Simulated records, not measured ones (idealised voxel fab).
Documented hereafter: the process module known as voxel self aligned vias.
Section cut is 280 nm wide and gridded with 5 nm square cells.
Just so we're on the same page, the cross-sections are grids of square cells, and they're listed out in bands top to bottom, each band one or more rows deep.
Per band: top height and bottom height in nm, followed by the left-to-right materials and their widths in nm; "throughout" marks a single material spanning edge to edge, "blank" marks empty space.
Basically, 0 is our baseline, since under it the wafer straight out of the box is all one material. The bottom band has no lower end and keeps on going down, so it looks like "0 -> down".
A width such as "30..40" changes by the same amount from each row of cells to the next, from the band's top row to its bottom row.
Given "no alterations made" for a step, no cell of the cross-section differs between before and after that step.
"Listed closed voids": empty spaces of 8 cells or more with no open way to the top, each given as width x height at distance, distance from the left edge, all in nm.
That trailing text on a step's line, after the settings, is the simulator's own remark on the step.
"overlay nm" on a masked step: distance the mask lay right of its planned place, negative for left.

# Planned process steps
1,op RECEIVE | material Si
2,op CONFORMAL_DEP | material SiO2 | thk nm 10
3,op CONFORMAL_DEP | material SiCN | thk nm 5
4,op DIRECTIONAL_DEP | material lowk | thk nm 25
5,op MASKED_ETCH | tone open | mask id LINES | width nm 20 | pitch nm 45 | etch materials lowk | depth nm 25 | overlay nm 0
6,op CONFORMAL_DEP | material TiN | thk nm 5
7,op FILL_DEP | material W | thk nm 10
8,op CMP | height nm 40
9,op SELECTIVE_ETCH | etch materials W Ru TiN | depth nm 5
10,op FILL_DEP | material SiN | thk nm 5
11,op CMP | height nm 40
12,op DIRECTIONAL_DEP | material lowk | thk nm 15
13,op PATTERN | tone open | mask id VIAS | material resist | width nm 30 | thk nm 20 | overlay nm 0
14,op DIRECTIONAL_ETCH | etch materials lowk | depth nm 15
15,op DIRECTIONAL_ETCH | etch materials SiN | depth nm 5
16,op STRIP | etch materials resist
17,op CONFORMAL_DEP | material TiN | thk nm 5
18,op FILL_DEP | material Ru | thk nm 10
19,op CMP | height nm 55
20,op CONFORMAL_DEP | material SiCN | thk nm 5

# Wafer at receipt (post step 1), cross-section
- 0 -> down = Si throughout
- Listed closed voids: none

# The first of two wafers, cross-sectioned at the end of the module, with the run proceeding as planned
- 60 -> 55 = SiCN throughout
- 55 -> 45 = 100 nm lowk, then 5 nm TiN, then 20 nm Ru, then 5 nm TiN, then 150 nm lowk
- 45 -> 40 = 100 nm lowk, then 10 nm TiN, then 10 nm Ru, then 10 nm TiN, then 150 nm lowk
- 40 -> 35 = 105 nm lowk, then 20 nm TiN, then 25 nm lowk, then 20 nm SiN, then 110 nm lowk
- 35 -> 20 = 105 nm lowk, then 5 nm TiN, then 10 nm W, then 5 nm TiN, then 25 nm lowk, then 5 nm TiN, then 10 nm W, then 5 nm TiN, then 110 nm lowk
- 20 -> 15 = 105 nm lowk, then 20 nm TiN, then 25 nm lowk, then 20 nm TiN, then 110 nm lowk
- 15 -> 10 = SiCN throughout
- 10 -> 0 = SiO2 throughout
- 0 -> down = Si throughout
- Listed closed voids: none

# Cross-section of the latter of the two wafers at module completion. It had an identical start and an identical plan to the former; in running it, one mistake was made
- 60 -> 55 = SiCN throughout
- 55 -> 45 = 100 nm lowk, then 5 nm TiN, then 20 nm Ru, then 5 nm TiN, then 150 nm lowk
- 45 -> 40 = 100 nm lowk, then 30 nm TiN, then 150 nm lowk
- 40 -> 35 = SiCN throughout
- 35 -> 10 = lowk throughout
- 10 -> 0 = SiO2 throughout
- 0 -> down = Si throughout
- Listed closed voids: none
Deviation from plan: a sequencing error occurred in which plan steps 3 and 4 were transposed
Heads up, by the end the second wafer has more or fewer cells of some materials compared to the first: -2 Ru | -4 SiN | -22 TiN | -12 W | +40 lowk
